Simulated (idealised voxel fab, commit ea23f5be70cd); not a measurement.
Documented hereafter: the process module known as voxel capacitor over wiring.
Square cells of 5 nm make up the cross-section cut, whose width is 200 nm.
In this document a cross-section is written as a grid of square cells. It is given as a series of bands, listed from the top down, and a band is one or more rows of cells.
For a band, the entry starts with two heights in nm, that of the top and then that of the bottom, and carries on with the band's materials in order from left to right, each alongside its width in nm; the word "everywhere" beside a single material means it fills the band edge to edge, and "blank" means empty space.
For the purposes of this specification, 0 denotes the height below which the wafer in its as-received condition is composed wholly of one material, and the lowermost band, lacking a lower limit, extends downward without end, as expressed in "0 and below".
A width given as "30 to 40" starts at the first number in the band's top row and ends at the second number in its bottom row, shifting by an equal amount at every step from row to row.
For the purposes of this document, the phrase "remained the same" attached to a step denotes that no cell within the cross-section was modified by that step.
If an empty space has no open way to the top and is at least 8 cells in size, "Voids lacking openings" lists it, written width x height at distance, where distance is measured from the left edge and every value is in nm.
Heads up: the bit after the settings on a step's line is the simulator's remark on that step.
"overlay nm" denotes, for a step that has a mask, the displacement of the mask to the right of its planned place, with negative values corresponding to the left.
Each pair of cross-sections that follows straddles one process step: the one shows the state before the step, the other the state after it, down to the lowest band that changed and no further. The step in question, and its settings, are given under the pair. Note that a pair is not necessarily a continuation of the pair above it, since pairs can come from different runs of this module on the same starting wafer; it is a continuation only where its entry headed "Pre-step condition" says so.

[Pre-step condition]
  120 down to 105 | blank 50; resist 75; blank 75
  105 down to 90 | blank 50; aC 75; blank 75
  90 down to 85 | TiN everywhere
  85 down to 80 | HfO2 everywhere
  80 down to 70 | TiN everywhere
  70 down to 50 | SiO2 50; TiN 5; W 5; TiN 5; SiO2 135
  50 down to 45 | SiCN 50; TiN 15; SiCN 135
  45 down to 35 | SiO2 45; W 20; SiO2 70; W 20; SiO2 45
  35 down to 30 | SiO2 45; TiN 20; SiO2 70; TiN 20; SiO2 45
  30 down to 0 | SiO2 everywhere
  0 and below | Si everywhere
  Voids lacking openings: none

[Section, Post-Step]
  105 down to 90 | blank 50; aC 75; blank 75
  All layers under 90 are left as they were.
  Voids lacking openings: none
As a process note, the step between the before and after cross-sections shown above is STRIP (etch materials resist)

Pre-step condition: The structure entering this step is exactly what the pair just above shows after its step.

[Section, Post-Step]
  105 down to 90 | blank 50; aC 75; blank 75
  90 down to 85 | blank 50; TiN 75; blank 75
  All layers under 85 are left as they were.
  Voids lacking openings: none
As a process note, the step between the before and after cross-sections shown above is DIRECTIONAL_ETCH (etch materials TiN; depth nm 5)

Pre-step condition: The structure entering this step is exactly what the pair just above shows after its step.

[Section, Post-Step]
  105 down to 90 | blank 50; aC 75; blank 75
  90 down to 85 | blank 50; TiN 75; blank 75
  85 down to 80 | blank 50; HfO2 75; blank 75
  All layers under 80 are left as they were.
  Voids lacking openings: none
As a process note, the step between the before and after cross-sections shown above is DIRECTIONAL_ETCH (etch materials HfO2; depth nm 5)

Pre-step condition: The structure entering this step is exactly what the pair just above shows after its step.

[Section, Post-Step]
  90 down to 85 | blank 50; TiN 75; blank 75
  All layers under 85 are left as they were.
  Voids lacking openings: none
As a process note, the step between the before and after cross-sections shown above is STRIP (etch materials aC)

Pre-step condition: The structure entering this step is exactly what the pair just above shows after its step.

[Section, Post-Step]
  110 down to 90 | blank 45; resist 85; blank 70
  90 down to 85 | blank 45; resist 5; TiN 75; resist 5; blank 70
  85 down to 80 | blank 45; resist 5; HfO2 75; resist 5; blank 70
  All layers under 80 are left as they were.
  Voids lacking openings: none
As a process note, the step between the before and after cross-sections shown above is PATTERN (tone cover; mask id LOWER_PLATE; material resist; width nm 85; thk nm 20; overlay nm 0)

Pre-step condition: The structure entering this step is exactly what the pair just above shows after its step.

[Section, Post-Step]
  110 down to 90 | blank 45; resist 85; blank 70
  90 down to 85 | blank 45; resist 5; TiN 75; resist 5; blank 70
  85 down to 80 | blank 45; resist 5; HfO2 75; resist 5; blank 70
  80 down to 70 | blank 45; TiN 85; blank 70
  All layers under 70 are left as they were.
  Voids lacking openings: none
As a process note, the step between the before and after cross-sections shown above is DIRECTIONAL_ETCH (etch materials TiN; depth nm 10)

Pre-step condition: The structure entering this step is exactly what the pair just above shows after its step.

[Section, Post-Step]
  90 down to 85 | blank 50; TiN 75; blank 75
  85 down to 80 | blank 50; HfO2 75; blank 75
  All layers under 80 are left as they were.
  Voids lacking openings: none
As a process note, the step between the before and after cross-sections shown above is STRIP (etch materials resist)

Pre-step condition: The structure entering this step is exactly what the pair just above shows after its step.

[Section, Post-Step]
  110 down to 90 | SiO2 everywhere
  90 down to 85 | SiO2 50; TiN 75; SiO2 75
  85 down to 80 | SiO2 50; HfO2 75; SiO2 75
  80 down to 70 | SiO2 45; TiN 85; SiO2 70
  All layers under 70 are left as they were.
  Voids lacking openings: none
As a process note, the step between the before and after cross-sections shown above is FILL_DEP (material SiO2; thk nm 20)

Pre-step condition: The structure entering this step is exactly what the pair just above shows after its step.

[Section, Post-Step]
  105 down to 90 | SiO2 everywhere
  All layers under 90 are left as they were.
  Voids lacking openings: none
As a process note, the step between the before and after cross-sections shown above is CMP (height nm 105)

Pre-step condition: The structure entering this step is exactly what the pair just above shows after its step.

[Section, Post-Step]
  120 down to 105 | aC everywhere
  All layers under 105 are left as they were.
  Voids lacking openings: none
As a process note, the step between the before and after cross-sections shown above is DIRECTIONAL_DEP (material aC; thk nm 15)

Pre-step condition: The structure entering this step is exactly what the pair just above shows after its step.

[Section, Post-Step]
  155 down to 120 | resist 60; blank 15; resist 125
  All layers under 120 are left as they were.
  Voids lacking openings: none
As a process note, the step between the before and after cross-sections shown above is PATTERN (tone open; mask id PLUG_2; material resist; width nm 15; thk nm 35; overlay nm 0)

Pre-step condition: The structure entering this step is exactly what the pair just above shows after its step.

[Section, Post-Step]
  140 down to 120 | resist 60; blank 15; resist 125
  120 down to 105 | aC 60; blank 15; aC 125
  All layers under 105 are left as they were.
  Voids lacking openings: none
As a process note, the step between the before and after cross-sections shown above is DIRECTIONAL_ETCH (etch materials aC; depth nm 15)

Pre-step condition: The structure entering this step is exactly what the pair just above shows after its step.

[Section, Post-Step]
  120 down to 105 | aC 60; blank 15; aC 125
  All layers under 105 are left as they were.
  Voids lacking openings: none
As a process note, the step between the before and after cross-sections shown above is STRIP (etch materials resist)

Pre-step condition: The structure entering this step is exactly what the pair just above shows after its step.

[Section, Post-Step]
  120 down to 105 | aC 60; blank 15; aC 125
  105 down to 90 | SiO2 60; blank 15; SiO2 125
  All layers under 90 are left as they were.
  Voids lacking openings: none
As a process note, the step between the before and after cross-sections shown above is DIRECTIONAL_ETCH (etch materials SiO2; depth nm 15)

Pre-step condition: The structure entering this step is exactly what the pair just above shows after its step.

[Section, Post-Step]
  105 down to 90 | SiO2 60; blank 15; SiO2 125
  All layers under 90 are left as they were.
  Voids lacking openings: none
As a process note, the step between the before and after cross-sections shown above is STRIP (etch materials aC)

Pre-step condition: The structure entering this step is exactly what the pair just above shows after its step.

[Section, Post-Step]
  110 down to 105 | TiN 65; blank 5; TiN 130
  105 down to 95 | SiO2 60; TiN 5; blank 5; TiN 5; SiO2 125
  95 down to 85 | SiO2 60 to 50; TiN 15 to 75; SiO2 125 to 75
  All layers under 85 are left as they were.
  Voids lacking openings: none
As a process note, the step between the before and after cross-sections shown above is CONFORMAL_DEP (material TiN; thk nm 5)

Pre-step condition: The structure entering this step is exactly what the pair just above shows after its step.

[Section, Post-Step]
  115 down to 110 | Cu everywhere
  110 down to 105 | TiN 65; Cu 5; TiN 130
  105 down to 95 | SiO2 60; TiN 5; Cu 5; TiN 5; SiO2 125
  All layers under 95 are left as they were.
  Voids lacking openings: none
As a process note, the step between the before and after cross-sections shown above is FILL_DEP (material Cu; thk nm 5)

Pre-step condition: The structure entering this step is exactly what the pair just above shows after its step.

[Section, Post-Step]
  105 down to 95 | SiO2 60; TiN 5; Cu 5; TiN 5; SiO2 125
  All layers under 95 are left as they were.
  Voids lacking openings: none
As a process note, the step between the before and after cross-sections shown above is CMP (height nm 105)

Pre-step condition: The structure entering this step is exactly what the pair just above shows after its step.

[Section, Post-Step]
  110 down to 105 | SiN everywhere
  All layers under 105 are left as they were.
  Voids lacking openings: none
As a process note, the step between the before and after cross-sections shown above is CONFORMAL_DEP (material SiN; thk nm 5)

[Pre-step condition]
  45 down to 20 | SiO2 45; W 20; SiO2 70; W 20; SiO2 45
  20 down to 15 | SiO2 45; TiN 20; SiO2 70; TiN 20; SiO2 45
  15 down to 0 | SiO2 everywhere
  0 and below | Si everywhere
  Voids lacking openings: none

[Section, Post-Step]
  65 down to 45 | SiO2 everywhere
  All layers under 45 are left as they were.
  Voids lacking openings: none
As a process note, the step between the before and after cross-sections shown above is DIRECTIONAL_DEP (material SiO2; thk nm 20)

Pre-step condition: The structure entering this step is exactly what the pair just above shows after its step.

[Section, Post-Step]
  70 down to 65 | SiCN everywhere
  All layers under 65 are left as they were.
  Voids lacking openings: none
As a process note, the step between the before and after cross-sections shown above is CONFORMAL_DEP (material SiCN; thk nm 5)

Pre-step condition: The structure entering this step is exactly what the pair just above shows after its step.

[Section, Post-Step]
  80 down to 70 | aC everywhere
  All layers under 70 are left as they were.
  Voids lacking openings: none
As a process note, the step between the before and after cross-sections shown above is DIRECTIONAL_DEP (material aC; thk nm 10)

Pre-step condition: The structure entering this step is exactly what the pair just above shows after its step.

[Section, Post-Step]
  105 down to 80 | resist 50; blank 15; resist 135
  All layers under 80 are left as they were.
  Voids lacking openings: none
As a process note, the step between the before and after cross-sections shown above is PATTERN (tone open; mask id PLUG_1; material resist; width nm 15; thk nm 25; overlay nm 0)

Pre-step condition: The structure entering this step is exactly what the pair just above shows after its step.

[Section, Post-Step]
  95 down to 80 | resist 50; blank 15; resist 135
  80 down to 70 | aC 50; blank 15; aC 135
  All layers under 70 are left as they were.
  Voids lacking openings: none
As a process note, the step between the before and after cross-sections shown above is DIRECTIONAL_ETCH (etch materials aC; depth nm 10)

Pre-step condition: The structure entering this step is exactly what the pair just above shows after its step.

[Section, Post-Step]
  80 down to 70 | aC 50; blank 15; aC 135
  All layers under 70 are left as they were.
  Voids lacking openings: none
As a process note, the step between the before and after cross-sections shown above is STRIP (etch materials resist)

Pre-step condition: The structure entering this step is exactly what the pair just above shows after its step.

[Section, Post-Step]
  80 down to 70 | aC 50; blank 15; aC 135
  70 down to 65 | SiCN 50; blank 15; SiCN 135
  All layers under 65 are left as they were.
  Voids lacking openings: none
As a process note, the step between the before and after cross-sections shown above is DIRECTIONAL_ETCH (etch materials SiCN; depth nm 5)

Pre-step condition: The structure entering this step is exactly what the pair just above shows after its step.

[Section, Post-Step]
  70 down to 65 | SiCN 50; blank 15; SiCN 135
  All layers under 65 are left as they were.
  Voids lacking openings: none
As a process note, the step between the before and after cross-sections shown above is STRIP (etch materials aC)

Pre-step condition: The structure entering this step is exactly what the pair just above shows after its step.

[Section, Post-Step]
  75 down to 70 | TiN 55; blank 5; TiN 140
  70 down to 65 | SiCN 50; TiN 15; SiCN 135
  All layers under 65 are left as they were.
  Voids lacking openings: none
As a process note, the step between the before and after cross-sections shown above is CONFORMAL_DEP (material TiN; thk nm 5)

Pre-step condition: The structure entering this step is exactly what the pair just above shows after its step.

[Section, Post-Step]
  80 down to 75 | W everywhere
  75 down to 70 | TiN 55; W 5; TiN 140
  All layers under 70 are left as they were.
  Voids lacking openings: none
As a process note, the step between the before and after cross-sections shown above is FILL_DEP (material W; thk nm 5)

Pre-step condition: The structure entering this step is exactly what the pair just above shows after its step.

[Section, Post-Step]
  70 down to 65 | SiCN 50; TiN 15; SiCN 135
  All layers under 65 are left as they were.
  Voids lacking openings: none
As a process note, the step between the before and after cross-sections shown above is CMP (height nm 70)

Pre-step condition: The structure entering this step is exactly what the pair just above shows after its step.

[Section, Post-Step]
  80 down to 70 | TiN everywhere
  All layers under 70 are left as they were.
  Voids lacking openings: none
As a process note, the step between the before and after cross-sections shown above is DIRECTIONAL_DEP (material TiN; thk nm 10)

Pre-step condition: The structure entering this step is exactly what the pair just above shows after its step.

[Section, Post-Step]
  85 down to 80 | HfO2 everywhere
  All layers under 80 are left as they were.
  Voids lacking openings: none
As a process note, the step between the before and after cross-sections shown above is DIRECTIONAL_DEP (material HfO2; thk nm 5)

Pre-step condition: The structure entering this step is exactly what the pair just above shows after its step.

[Section, Post-Step]
  90 down to 85 | TiN everywhere
  All layers under 85 are left as they were.
  Voids lacking openings: none
As a process note, the step between the before and after cross-sections shown above is DIRECTIONAL_DEP (material TiN; thk nm 5)

Pre-step condition: The structure entering this step is exactly what the pair just above shows after its step.

[Section, Post-Step]
  105 down to 90 | aC everywhere
  All layers under 90 are left as they were.
  Voids lacking openings: none
As a process note, the step between the before and after cross-sections shown above is DIRECTIONAL_DEP (material aC; thk nm 15)

Pre-step condition: The structure entering this step is exactly what the pair just above shows after its step.

[Section, Post-Step]
  135 down to 105 | blank 50; resist 75; blank 75
  All layers under 105 are left as they were.
  Voids lacking openings: none
As a process note, the step between the before and after cross-sections shown above is PATTERN (tone cover; mask id UPPER_PLATE; material resist; width nm 75; thk nm 30; overlay nm 0)

Pre-step condition: The structure entering this step is exactly what the pair just above shows after its step.

[Section, Post-Step]
  120 down to 105 | blank 50; resist 75; blank 75
  105 down to 90 | blank 50; aC 75; blank 75
  All layers under 90 are left as they were.
  Voids lacking openings: none
As a process note, the step between the before and after cross-sections shown above is DIRECTIONAL_ETCH (etch materials aC; depth nm 15)

Pre-step condition: The structure entering this step is exactly what the pair just above shows after its step.

[Section, Post-Step]
  105 down to 90 | blank 50; aC 75; blank 75
  All layers under 90 are left as they were.
  Voids lacking openings: none
As a process note, the step between the before and after cross-sections shown above is STRIP (etch materials resist)

Pre-step condition: The structure entering this step is exactly what the pair just above shows after its step.

[Section, Post-Step]
  105 down to 90 | blank 50; aC 75; blank 75
  90 down to 85 | blank 50; TiN 75; blank 75
  All layers under 85 are left as they were.
  Voids lacking openings: none
As a process note, the step between the before and after cross-sections shown above is DIRECTIONAL_ETCH (etch materials TiN; depth nm 5)

Pre-step condition: The structure entering this step is exactly what the pair just above shows after its step.

[Section, Post-Step]
  105 down to 90 | blank 50; aC 75; blank 75
  90 down to 85 | blank 50; TiN 75; blank 75
  85 down to 80 | blank 50; HfO2 75; blank 75
  All layers under 80 are left as they were.
  Voids lacking openings: none
As a process note, the step between the before and after cross-sections shown above is DIRECTIONAL_ETCH (etch materials HfO2; depth nm 5)

Pre-step condition: The structure entering this step is exactly what the pair just above shows after its step.

[Section, Post-Step]
  90 down to 85 | blank 50; TiN 75; blank 75
  All layers under 85 are left as they were.
  Voids lacking openings: none
As a process note, the step between the before and after cross-sections shown above is STRIP (etch materials aC)

Pre-step condition: The structure entering this step is exactly what the pair just above shows after its step.

[Section, Post-Step]
  110 down to 90 | blank 45; resist 85; blank 70
  90 down to 85 | blank 45; resist 5; TiN 75; resist 5; blank 70
  85 down to 80 | blank 45; resist 5; HfO2 75; resist 5; blank 70
  All layers under 80 are left as they were.
  Voids lacking openings: none
As a process note, the step between the before and after cross-sections shown above is PATTERN (tone cover; mask id LOWER_PLATE; material resist; width nm 85; thk nm 20; overlay nm 0)

Pre-step condition: The structure entering this step is exactly what the pair just above shows after its step.

[Section, Post-Step]
  110 down to 90 | blank 45; resist 85; blank 70
  90 down to 85 | blank 45; resist 5; TiN 75; resist 5; blank 70
  85 down to 80 | blank 45; resist 5; HfO2 75; resist 5; blank 70
  80 down to 70 | blank 45; TiN 85; blank 70
  All layers under 70 are left as they were.
  Voids lacking openings: none
As a process note, the step between the before and after cross-sections shown above is DIRECTIONAL_ETCH (etch materials TiN; depth nm 10)

Pre-step condition: The structure entering this step is exactly what the pair just above shows after its step.

[Section, Post-Step]
  90 down to 85 | blank 50; TiN 75; blank 75
  85 down to 80 | blank 50; HfO2 75; blank 75
  All layers under 80 are left as they were.
  Voids lacking openings: none
As a process note, the step between the before and after cross-sections shown above is STRIP (etch materials resist)

Pre-step condition: The structure entering this step is exactly what the pair just above shows after its step.

[Section, Post-Step]
  110 down to 90 | SiO2 everywhere
  90 down to 85 | SiO2 50; TiN 75; SiO2 75
  85 down to 80 | SiO2 50; HfO2 75; SiO2 75
  80 down to 70 | SiO2 45; TiN 85; SiO2 70
  All layers under 70 are left as they were.
  Voids lacking openings: none
As a process note, the step between the before and after cross-sections shown above is FILL_DEP (material SiO2; thk nm 20)

Pre-step condition: The structure entering this step is exactly what the pair just above shows after its step.

[Section, Post-Step]
  105 down to 90 | SiO2 everywhere
  All layers under 90 are left as they were.
  Voids lacking openings: none
As a process note, the step between the before and after cross-sections shown above is CMP (height nm 105)

Pre-step condition: The structure entering this step is exactly what the pair just above shows after its step.

[Section, Post-Step]
  120 down to 105 | aC everywhere
  All layers under 105 are left as they were.
  Voids lacking openings: none
As a process note, the step between the before and after cross-sections shown above is DIRECTIONAL_DEP (material aC; thk nm 15)

Pre-step condition: The structure entering this step is exactly what the pair just above shows after its step.

[Section, Post-Step]
  155 down to 120 | resist 60; blank 15; resist 125
  All layers under 120 are left as they were.
  Voids lacking openings: none
As a process note, the step between the before and after cross-sections shown above is PATTERN (tone open; mask id PLUG_2; material resist; width nm 15; thk nm 35; overlay nm 0)

Pre-step condition: The structure entering this step is exactly what the pair just above shows after its step.

[Section, Post-Step]
  140 down to 120 | resist 60; blank 15; resist 125
  120 down to 105 | aC 60; blank 15; aC 125
  All layers under 105 are left as they were.
  Voids lacking openings: none
As a process note, the step between the before and after cross-sections shown above is DIRECTIONAL_ETCH (etch materials aC; depth nm 15)

Pre-step condition: The structure entering this step is exactly what the pair just above shows after its step.

[Section, Post-Step]
  120 down to 105 | aC 60; blank 15; aC 125
  All layers under 105 are left as they were.
  Voids lacking openings: none
As a process note, the step between the before and after cross-sections shown above is STRIP (etch materials resist)

Pre-step condition: The structure entering this step is exactly what the pair just above shows after its step.

[Section, Post-Step]
  120 down to 105 | aC 60; blank 15; aC 125
  105 down to 90 | SiO2 60; blank 15; SiO2 125
  All layers under 90 are left as they were.
  Voids lacking openings: none
As a process note, the step between the before and after cross-sections shown above is DIRECTIONAL_ETCH (etch materials SiO2; depth nm 15)

Pre-step condition: The structure entering this step is exactly what the pair just above shows after its step.

[Section, Post-Step]
  105 down to 90 | SiO2 60; blank 15; SiO2 125
  All layers under 90 are left as they were.
  Voids lacking openings: none
As a process note, the step between the before and after cross-sections shown above is STRIP (etch materials aC)

Pre-step condition: The structure entering this step is exactly what the pair just above shows after its step.

[Section, Post-Step]
  110 down to 105 | TiN 65; blank 5; TiN 130
  105 down to 95 | SiO2 60; TiN 5; blank 5; TiN 5; SiO2 125
  95 down to 85 | SiO2 60 to 50; TiN 15 to 75; SiO2 125 to 75
  All layers under 85 are left as they were.
  Voids lacking openings: none
As a process note, the step between the before and after cross-sections shown above is CONFORMAL_DEP (material TiN; thk nm 5)

Pre-step condition: The structure entering this step is exactly what the pair just above shows after its step.

[Section, Post-Step]
  115 down to 110 | Cu everywhere
  110 down to 105 | TiN 65; Cu 5; TiN 130
  105 down to 95 | SiO2 60; TiN 5; Cu 5; TiN 5; SiO2 125
  All layers under 95 are left as they were.
  Voids lacking openings: none
As a process note, the step between the before and after cross-sections shown above is FILL_DEP (material Cu; thk nm 5)

Pre-step condition: The structure entering this step is exactly what the pair just above shows after its step.

[Section, Post-Step]
  105 down to 95 | SiO2 60; TiN 5; Cu 5; TiN 5; SiO2 125
  All layers under 95 are left as they were.
  Voids lacking openings: none
As a process note, the step between the before and after cross-sections shown above is CMP (height nm 105)

Pre-step condition: The structure entering this step is exactly what the pair just above shows after its step.

[Section, Post-Step]
  110 down to 105 | SiN everywhere
  All layers under 105 are left as they were.
  Voids lacking openings: none
As a process note, the step between the before and after cross-sections shown above is CONFORMAL_DEP (material SiN; thk nm 5)

[Pre-step condition]
  55 down to 45 | SiO2 everywhere
  45 down to 20 | SiO2 45; W 20; SiO2 70; W 20; SiO2 45
  20 down to 15 | SiO2 45; TiN 20; SiO2 70; TiN 20; SiO2 45
  15 down to 0 | SiO2 everywhere
  0 and below | Si everywhere
  Voids lacking openings: none

[Section, Post-Step]
  50 down to 45 | SiO2 everywhere
  All layers under 45 are left as they were.
  Voids lacking openings: none
As a process note, the step between the before and after cross-sections shown above is CMP (height nm 50)

Pre-step condition: The structure entering this step is exactly what the pair just above shows after its step.

[Section, Post-Step]
  55 down to 50 | SiCN everywhere
  All layers under 50 are left as they were.
  Voids lacking openings: none
As a process note, the step between the before and after cross-sections shown above is CONFORMAL_DEP (material SiCN; thk nm 5)

Pre-step condition: The structure entering this step is exactly what the pair just above shows after its step.

[Section, Post-Step]
  75 down to 55 | SiO2 everywhere
  All layers under 55 are left as they were.
  Voids lacking openings: none
As a process note, the step between the before and after cross-sections shown above is DIRECTIONAL_DEP (material SiO2; thk nm 20)

Pre-step condition: The structure entering this step is exactly what the pair just above shows after its step.

[Section, Post-Step]
  85 down to 75 | aC everywhere
  All layers under 75 are left as they were.
  Voids lacking openings: none
As a process note, the step between the before and after cross-sections shown above is DIRECTIONAL_DEP (material aC; thk nm 10)

Pre-step condition: The structure entering this step is exactly what the pair just above shows after its step.

[Section, Post-Step]
  110 down to 85 | resist 50; blank 15; resist 135
  All layers under 85 are left as they were.
  Voids lacking openings: none
As a process note, the step between the before and after cross-sections shown above is PATTERN (tone open; mask id PLUG_1; material resist; width nm 15; thk nm 25; overlay nm 0)

Pre-step condition: The structure entering this step is exactly what the pair just above shows after its step.

[Section, Post-Step]
  100 down to 85 | resist 50; blank 15; resist 135
  85 down to 75 | aC 50; blank 15; aC 135
  All layers under 75 are left as they were.
  Voids lacking openings: none
As a process note, the step between the before and after cross-sections shown above is DIRECTIONAL_ETCH (etch materials aC; depth nm 10)

Pre-step condition: The structure entering this step is exactly what the pair just above shows after its step.

[Section, Post-Step]
  85 down to 75 | aC 50; blank 15; aC 135
  All layers under 75 are left as they were.
  Voids lacking openings: none
As a process note, the step between the before and after cross-sections shown above is STRIP (etch materials resist)

Pre-step condition: The structure entering this step is exactly what the pair just above shows after its step.

[Section, Post-Step]
  85 down to 75 | aC 50; blank 15; aC 135
  75 down to 55 | SiO2 50; blank 15; SiO2 135
  All layers under 55 are left as they were.
  Voids lacking openings: none
As a process note, the step between the before and after cross-sections shown above is DIRECTIONAL_ETCH (etch materials SiO2; depth nm 20)

Pre-step condition: The structure entering this step is exactly what the pair just above shows after its step.

[Section, Post-Step]
  85 down to 75 | aC 50; blank 15; aC 135
  75 down to 55 | SiO2 50; blank 15; SiO2 135
  55 down to 50 | SiCN 50; blank 15; SiCN 135
  All layers under 50 are left as they were.
  Voids lacking openings: none
As a process note, the step between the before and after cross-sections shown above is DIRECTIONAL_ETCH (etch materials SiCN; depth nm 5)

Pre-step condition: The structure entering this step is exactly what the pair just above shows after its step.

[Section, Post-Step]
  75 down to 55 | SiO2 50; blank 15; SiO2 135
  All layers under 55 are left as they were.
  Voids lacking openings: none
As a process note, the step between the before and after cross-sections shown above is STRIP (etch materials aC)

Pre-step condition: The structure entering this step is exactly what the pair just above shows after its step.

[Section, Post-Step]
  80 down to 75 | TiN 55; blank 5; TiN 140
  75 down to 55 | SiO2 50; TiN 5; blank 5; TiN 5; SiO2 135
  55 down to 50 | SiCN 50; TiN 15; SiCN 135
  All layers under 50 are left as they were.
  Voids lacking openings: none
As a process note, the step between the before and after cross-sections shown above is CONFORMAL_DEP (material TiN; thk nm 5)

Pre-step condition: The structure entering this step is exactly what the pair just above shows after its step.

[Section, Post-Step]
  85 down to 80 | W everywhere
  80 down to 75 | TiN 55; W 5; TiN 140
  75 down to 55 | SiO2 50; TiN 5; W 5; TiN 5; SiO2 135
  All layers under 55 are left as they were.
  Voids lacking openings: none
As a process note, the step between the before and after cross-sections shown above is FILL_DEP (material W; thk nm 5)

Pre-step condition: The structure entering this step is exactly what the pair just above shows after its step.

[Section, Post-Step]
  70 down to 55 | SiO2 50; TiN 5; W 5; TiN 5; SiO2 135
  All layers under 55 are left as they were.
  Voids lacking openings: none
As a process note, the step between the before and after cross-sections shown above is CMP (height nm 70)

Pre-step condition: The structure entering this step is exactly what the pair just above shows after its step.

[Section, Post-Step]
  80 down to 70 | TiN everywhere
  All layers under 70 are left as they were.
  Voids lacking openings: none
As a process note, the step between the before and after cross-sections shown above is DIRECTIONAL_DEP (material TiN; thk nm 10)

Pre-step condition: The structure entering this step is exactly what the pair just above shows after its step.

[Section, Post-Step]
  85 down to 80 | HfO2 everywhere
  All layers under 80 are left as they were.
  Voids lacking openings: none
As a process note, the step between the before and after cross-sections shown above is DIRECTIONAL_DEP (material HfO2; thk nm 5)

Pre-step condition: The structure entering this step is exactly what the pair just above shows after its step.

[Section, Post-Step]
  90 down to 85 | TiN everywhere
  All layers under 85 are left as they were.
  Voids lacking openings: none
As a process note, the step between the before and after cross-sections shown above is DIRECTIONAL_DEP (material TiN; thk nm 5)

Pre-step condition: The structure entering this step is exactly what the pair just above shows after its step.

[Section, Post-Step]
  105 down to 90 | aC everywhere
  All layers under 90 are left as they were.
  Voids lacking openings: none
As a process note, the step between the before and after cross-sections shown above is DIRECTIONAL_DEP (material aC; thk nm 15)

Pre-step condition: The structure entering this step is exactly what the pair just above shows after its step.

[Section, Post-Step]
  135 down to 105 | blank 50; resist 75; blank 75
  All layers under 105 are left as they were.
  Voids lacking openings: none
As a process note, the step between the before and after cross-sections shown above is PATTERN (tone cover; mask id UPPER_PLATE; material resist; width nm 75; thk nm 30; overlay nm 0)

Pre-step condition: The structure entering this step is exactly what the pair just above shows after its step.

[Section, Post-Step]
  120 down to 105 | blank 50; resist 75; blank 75
  105 down to 90 | blank 50; aC 75; blank 75
  All layers under 90 are left as they were.
  Voids lacking openings: none
As a process note, the step between the before and after cross-sections shown above is DIRECTIONAL_ETCH (etch materials aC; depth nm 15)

Pre-step condition: The structure entering this step is exactly what the pair just above shows after its step.

[Section, Post-Step]
  105 down to 90 | blank 50; aC 75; blank 75
  All layers under 90 are left as they were.
  Voids lacking openings: none
As a process note, the step between the before and after cross-sections shown above is STRIP (etch materials resist)

Pre-step condition: The structure entering this step is exactly what the pair just above shows after its step.

[Section, Post-Step]
  105 down to 90 | blank 50; aC 75; blank 75
  90 down to 85 | blank 50; TiN 75; blank 75
  All layers under 85 are left as they were.
  Voids lacking openings: none
As a process note, the step between the before and after cross-sections shown above is DIRECTIONAL_ETCH (etch materials TiN; depth nm 5)

Pre-step condition: The structure entering this step is exactly what the pair just above shows after its step.

[Section, Post-Step]
  105 down to 90 | blank 50; aC 75; blank 75
  90 down to 85 | blank 50; TiN 75; blank 75
  85 down to 80 | blank 50; HfO2 75; blank 75
  All layers under 80 are left as they were.
  Voids lacking openings: none
As a process note, the step between the before and after cross-sections shown above is DIRECTIONAL_ETCH (etch materials HfO2; depth nm 5)

Pre-step condition: The structure entering this step is exactly what the pair just above shows after its step.

[Section, Post-Step]
  90 down to 85 | blank 50; TiN 75; blank 75
  All layers under 85 are left as they were.
  Voids lacking openings: none
As a process note, the step between the before and after cross-sections shown above is STRIP (etch materials aC)

Pre-step condition: The structure entering this step is exactly what the pair just above shows after its step.

[Section, Post-Step]
  110 down to 90 | blank 45; resist 85; blank 70
  90 down to 85 | blank 45; resist 5; TiN 75; resist 5; blank 70
  85 down to 80 | blank 45; resist 5; HfO2 75; resist 5; blank 70
  All layers under 80 are left as they were.
  Voids lacking openings: none
As a process note, the step between the before and after cross-sections shown above is PATTERN (tone cover; mask id LOWER_PLATE; material resist; width nm 85; thk nm 20; overlay nm 0)

Pre-step condition: The structure entering this step is exactly what the pair just above shows after its step.

[Section, Post-Step]
  110 down to 90 | blank 45; resist 85; blank 70
  90 down to 85 | blank 45; resist 5; TiN 75; resist 5; blank 70
  85 down to 80 | blank 45; resist 5; HfO2 75; resist 5; blank 70
  80 down to 70 | blank 45; TiN 85; blank 70
  All layers under 70 are left as they were.
  Voids lacking openings: none
As a process note, the step between the before and after cross-sections shown above is DIRECTIONAL_ETCH (etch materials TiN; depth nm 10)

Pre-step condition: The structure entering this step is exactly what the pair just above shows after its step.

[Section, Post-Step]
  90 down to 85 | blank 50; TiN 75; blank 75
  85 down to 80 | blank 50; HfO2 75; blank 75
  All layers under 80 are left as they were.
  Voids lacking openings: none
As a process note, the step between the before and after cross-sections shown above is STRIP (etch materials resist)

Pre-step condition: The structure entering this step is exactly what the pair just above shows after its step.

[Section, Post-Step]
  110 down to 90 | SiO2 everywhere
  90 down to 85 | SiO2 50; TiN 75; SiO2 75
  85 down to 80 | SiO2 50; HfO2 75; SiO2 75
  80 down to 70 | SiO2 45; TiN 85; SiO2 70
  All layers under 70 are left as they were.
  Voids lacking openings: none
As a process note, the step between the before and after cross-sections shown above is FILL_DEP (material SiO2; thk nm 20)

Pre-step condition: The structure entering this step is exactly what the pair just above shows after its step.

[Section, Post-Step]
  105 down to 90 | SiO2 everywhere
  All layers under 90 are left as they were.
  Voids lacking openings: none
As a process note, the step between the before and after cross-sections shown above is CMP (height nm 105)

Pre-step condition: The structure entering this step is exactly what the pair just above shows after its step.

[Section, Post-Step]
  120 down to 105 | aC everywhere
  All layers under 105 are left as they were.
  Voids lacking openings: none
As a process note, the step between the before and after cross-sections shown above is DIRECTIONAL_DEP (material aC; thk nm 15)

Pre-step condition: The structure entering this step is exactly what the pair just above shows after its step.

[Section, Post-Step]
  155 down to 120 | resist 60; blank 15; resist 125
  All layers under 120 are left as they were.
  Voids lacking openings: none
As a process note, the step between the before and after cross-sections shown above is PATTERN (tone open; mask id PLUG_2; material resist; width nm 15; thk nm 35; overlay nm 0)

Pre-step condition: The structure entering this step is exactly what the pair just above shows after its step.

[Section, Post-Step]
  140 down to 120 | resist 60; blank 15; resist 125
  120 down to 105 | aC 60; blank 15; aC 125
  All layers under 105 are left as they were.
  Voids lacking openings: none
As a process note, the step between the before and after cross-sections shown above is DIRECTIONAL_ETCH (etch materials aC; depth nm 15)

Pre-step condition: The structure entering this step is exactly what the pair just above shows after its step.

[Section, Post-Step]
  120 down to 105 | aC 60; blank 15; aC 125
  All layers under 105 are left as they were.
  Voids lacking openings: none
As a process note, the step between the before and after cross-sections shown above is STRIP (etch materials resist)
